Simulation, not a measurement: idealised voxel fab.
Process module in this document: voxel capacitor over wiring
The cross-section shown here is cut; it is 235 nm wide and divided into square cells measuring 5 nm on a side.
A cross-section is a grid of square cells, given in bands from the top down. A band is one or more rows of cells.
Heads up on the band format: heights come first, top then bottom, in nm. After that it's the materials left to right, each with its width in nm. A single material flagged "full width" fills the whole band edge to edge, and "air" means there's empty space there.
Measure heights from 0. That's the level where, below it, the as-received wafer is all one material. The lowest band is bottomless and extends downward; write it as in "0 nm and below".
The two numbers in a width such as "30 to 40" mark its ends across the band: the first belongs to the top row of cells, the second to the bottom row, and from each row to the next the width moves by the same amount.
Basically "remained unchanged" means that step didn't change any cell in the cross-section.
The label "Closed void inventory" introduces a list of the empty spaces, 8 cells or larger, that have no open way up to the top; each entry in it reads width x height at distance, where the distance is taken from the left edge and all three are stated in nm.
Step line, after settings: the simulator's comment on this step.
Among the settings permitted on a step's line is "overlay nm"; applied to a step with a mask, it specifies the extent to which the mask lay to the right of its planned position, whereas a negative figure signifies a position to the left.
Planned process steps:
1,op RECEIVE | material Si
2,op CONFORMAL_DEP | material SiO2 | thk nm 15
3,op CONFORMAL_DEP | material SiCN | thk nm 5
4,op DIRECTIONAL_DEP | material lowk | thk nm 20
5,op DIRECTIONAL_DEP | material aC | thk nm 10
6,op PATTERN | tone open | mask id METAL_1 | material resist | width nm 25 | pitch nm 85 | thk nm 25 | overlay nm 0
7,op DIRECTIONAL_ETCH | etch materials aC | depth nm 5
8,op STRIP | etch materials resist
9,op DIRECTIONAL_ETCH | etch materials lowk | depth nm 20
10,op DIRECTIONAL_ETCH | etch materials SiCN | depth nm 5
11,op STRIP | etch materials aC
12,op CONFORMAL_DEP | material TiN | thk nm 5
13,op FILL_DEP | material Cu | thk nm 10
14,op CMP | height nm 40
15,op CONFORMAL_DEP | material SiCN | thk nm 5
16,op DIRECTIONAL_DEP | material SiO2 | thk nm 15
17,op PATTERN | tone open | mask id PLUG_1 | material resist | width nm 15 | thk nm 20 | overlay nm 0
18,op DIRECTIONAL_ETCH | etch materials SiO2 | depth nm 15
19,op DIRECTIONAL_ETCH | etch materials SiCN | depth nm 5
20,op STRIP | etch materials resist
21,op CONFORMAL_DEP | material TiN | thk nm 5
22,op FILL_DEP | material Ru | thk nm 10
23,op CMP | height nm 60
24,op DIRECTIONAL_DEP | material TiN | thk nm 5
25,op DIRECTIONAL_DEP | material HfO2 | thk nm 5
26,op DIRECTIONAL_DEP | material TiN | thk nm 5
27,op PATTERN | tone cover | mask id UPPER_PLATE | material resist | width nm 65 | thk nm 20 | overlay nm 0
28,op DIRECTIONAL_ETCH | etch materials TiN | depth nm 5
29,op DIRECTIONAL_ETCH | etch materials HfO2 | depth nm 5
30,op STRIP | etch materials resist
31,op MASKED_ETCH | tone cover | mask id LOWER_PLATE | width nm 75 | etch materials TiN | depth nm 5 | overlay nm 0
32,op FILL_DEP | material SiO2 | thk nm 15
33,op CMP | height nm 85
34,op PATTERN | tone open | mask id PLUG_2 | material resist | width nm 15 | thk nm 20 | overlay nm 0
35,op DIRECTIONAL_ETCH | etch materials SiO2 | depth nm 10
36,op STRIP | etch materials resist
37,op CONFORMAL_DEP | material TiN | thk nm 5
38,op FILL_DEP | material W | thk nm 5
39,op CMP | height nm 85
40,op CONFORMAL_DEP | material SiN | thk nm 5
Among the wafers covered here, the point of difference is the depth nm at step 7; their starting state is shared, and the plan presents the value of the first wafer.
Cross-section, first of several wafers, as delivered after step 1:
    0 nm and below = Si full width
    Closed void inventory: none
Module end state after final step 40: cross-section of the first of several wafers:
    90 nm to 85 nm = SiN full width
    85 nm to 80 nm = SiO2=80 | TiN=5 | W=5 | TiN=5 | SiO2=140
    80 nm to 70 nm = SiO2=80 to 70 | TiN=15 to 65 | SiO2=140 to 100
    70 nm to 65 nm = SiO2=70 | HfO2=65 | SiO2=100
    65 nm to 60 nm = SiO2=65 | TiN=75 | SiO2=95
    60 nm to 45 nm = SiO2=70 | TiN=5 | Ru=5 | TiN=5 | SiO2=150
    45 nm to 40 nm = SiCN=70 | TiN=15 | SiCN=150
    40 nm to 20 nm = lowk full width
    20 nm to 15 nm = SiCN full width
    15 nm to 0 nm = SiO2 full width
    0 nm and below = Si full width
    Closed void inventory: none
Showing the last wafer in cross-section at the end of the module:
    90 nm to 85 nm = SiN full width
    85 nm to 80 nm = SiO2=80 | TiN=5 | W=5 | TiN=5 | SiO2=140
    80 nm to 70 nm = SiO2=80 to 70 | TiN=15 to 65 | SiO2=140 to 100
    70 nm to 65 nm = SiO2=70 | HfO2=65 | SiO2=100
    65 nm to 60 nm = SiO2=65 | TiN=75 | SiO2=95
    60 nm to 45 nm = SiO2=70 | TiN=5 | Ru=5 | TiN=5 | SiO2=150
    45 nm to 40 nm = SiCN=70 | TiN=15 | SiCN=150
    40 nm to 20 nm = lowk=60 | TiN=5 | Cu=15 | TiN=5 | lowk=60 | TiN=5 | Cu=15 | TiN=5 | lowk=65
    20 nm to 15 nm = SiCN=60 | TiN=25 | SiCN=60 | TiN=25 | SiCN=65
    15 nm to 0 nm = SiO2 full width
    0 nm and below = Si full width
    Closed void inventory: none
Rows = wafers. At module end, each row lists per material the cells gained (+) or lost (-) since the wafer was received, then the closed voids:
depth nm 5, +13 HfO2, +3 Ru, +91 SiCN, +47 SiN, +461 SiO2, +42 TiN, +1 W, +188 lowk, Closed void inventory: none
depth nm 10, +24 Cu, +13 HfO2, +3 Ru, +81 SiCN, +47 SiN, +461 SiO2, +68 TiN, +1 W, +148 lowk, Closed void inventory: none
depth nm 15, +24 Cu, +13 HfO2, +3 Ru, +81 SiCN, +47 SiN, +461 SiO2, +68 TiN, +1 W, +148 lowk, Closed void inventory: none
depth nm 20, +24 Cu, +13 HfO2, +3 Ru, +81 SiCN, +47 SiN, +461 SiO2, +68 TiN, +1 W, +148 lowk, Closed void inventory: none
depth nm 25, +24 Cu, +13 HfO2, +3 Ru, +81 SiCN, +47 SiN, +461 SiO2, +68 TiN, +1 W, +148 lowk, Closed void inventory: none
